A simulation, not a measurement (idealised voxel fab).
The following is a process module called voxel wiring stack.
Shown is cross-section cut, with a width of 195 nm and square cells of size 5 nm.
A cross-section in this document is a grid of square cells, and it is written down as bands, the top band listed before the ones below it; a band is made up of one or more rows of cells.
The entry gives the band's vertical extent as a top height and a bottom height in nm, then its horizontal make-up as materials from left to right, each with a width in nm. "blank" stands for empty space; a single material marked "everywhere" fills the band edge to edge.
It should be noted that heights are counted from 0, beneath which the wafer as supplied is of one material throughout, and that the lowest band possesses no lower boundary but continues downward, as written in "z 0 and below".
Per-row width for "30..40": begins at first number (top row of band), ends at second number (bottom row), increment between rows held constant.
"stayed the same" -> step changed no cross-section cell.
Empty spaces counting at least 8 cells and having no open way to the top are listed in "Fully sealed cavities". The notation width x height at distance is used for each, the distance being from the left edge and all three values in nm.
Past the settings on a step's line: simulator remark, on that step.
overlay nm: on a step with a mask, how far right of its planned place the mask lay; negative means left.
# The steps planned for the process are as follows
1,RECEIVE: material Si
2,CONFORMAL_DEP: material SiO2, thk nm 15
3,CONFORMAL_DEP: material SiN, thk nm 5
4,DIRECTIONAL_DEP: material lowk, thk nm 25
5,PATTERN: tone open, mask id METAL_1, material resist, width nm 25, pitch nm 45, thk nm 20, overlay nm 0
6,DIRECTIONAL_ETCH: etch materials lowk, depth nm 25
7,DIRECTIONAL_ETCH: etch materials SiN, depth nm 5
8,STRIP: etch materials resist
9,CONFORMAL_DEP: material TiN, thk nm 5
10,FILL_DEP: material Cu, thk nm 5
11,CMP: height nm 45
12,CONFORMAL_DEP: material SiCN, thk nm 5
13,DIRECTIONAL_DEP: material SiO2, thk nm 10
14,MASKED_ETCH: tone open, mask id PLUG_1, width nm 15, pitch nm 90, etch materials SiO2, depth nm 10, overlay nm 0
15,MASKED_ETCH: tone open, mask id PLUG_1, width nm 15, pitch nm 90, etch materials SiCN, depth nm 5, overlay nm 0
16,EPI: material Ru, thk nm 10
17,EPI: material Ru, thk nm 5
18,CONFORMAL_DEP: material SiN, thk nm 5
19,DIRECTIONAL_DEP: material lowk, thk nm 15
20,PATTERN: tone open, mask id METAL_2, material resist, width nm 25, pitch nm 45, thk nm 15, overlay nm 0
21,DIRECTIONAL_ETCH: etch materials lowk, depth nm 15
22,DIRECTIONAL_ETCH: etch materials SiN, depth nm 5
23,STRIP: etch materials resist
24,CONFORMAL_DEP: material TiN, thk nm 5
25,FILL_DEP: material Cu, thk nm 5
26,CMP: height nm 80
27,CONFORMAL_DEP: material SiCN, thk nm 5
# Cross-section of the wafer as it came to us, i.e., already through step 1
  z 0 and below: Si everywhere
  Fully sealed cavities: none
# Wafer at module end, in section. Began as above, planned as above, run with one mistake
  z 85 to 80: SiCN everywhere
  z 80 to 65: 15 lowk / 5 TiN / 15 Cu / 5 TiN / 20 lowk / 5 TiN / 15 Cu / 5 TiN / 20 lowk / 5 TiN / 15 Cu / 5 TiN / 20 lowk / 5 TiN / 15 Cu / 5 TiN / 20 lowk
  z 65 to 60: 15 SiN / 25 TiN / 20 SiN / 25 TiN / 20 SiN / 25 TiN / 20 SiN / 25 TiN / 20 SiN
  z 60 to 50: 15 SiO2 / 15 Ru / 75 SiO2 / 15 Ru / 75 SiO2
  z 50 to 45: 15 SiCN / 15 Ru / 75 SiCN / 15 Ru / 75 SiCN
  z 45 to 40: 20 TiN / 15 Cu / 30 TiN / 15 Cu / 30 TiN / 15 Cu / 30 TiN / 15 Cu / 25 TiN
  z 40 to 20: 15 lowk / 5 TiN / 15 Cu / 5 TiN / 20 lowk / 5 TiN / 15 Cu / 5 TiN / 20 lowk / 5 TiN / 15 Cu / 5 TiN / 20 lowk / 5 TiN / 15 Cu / 5 TiN / 20 lowk
  z 20 to 15: 15 lowk / 25 TiN / 20 lowk / 25 TiN / 20 lowk / 25 TiN / 20 lowk / 25 TiN / 20 lowk
  z 15 to 0: SiO2 everywhere
  z 0 and below: Si everywhere
  Fully sealed cavities: none
Short version of what went wrong: with respect to the plan, step 3 was omitted and not executed
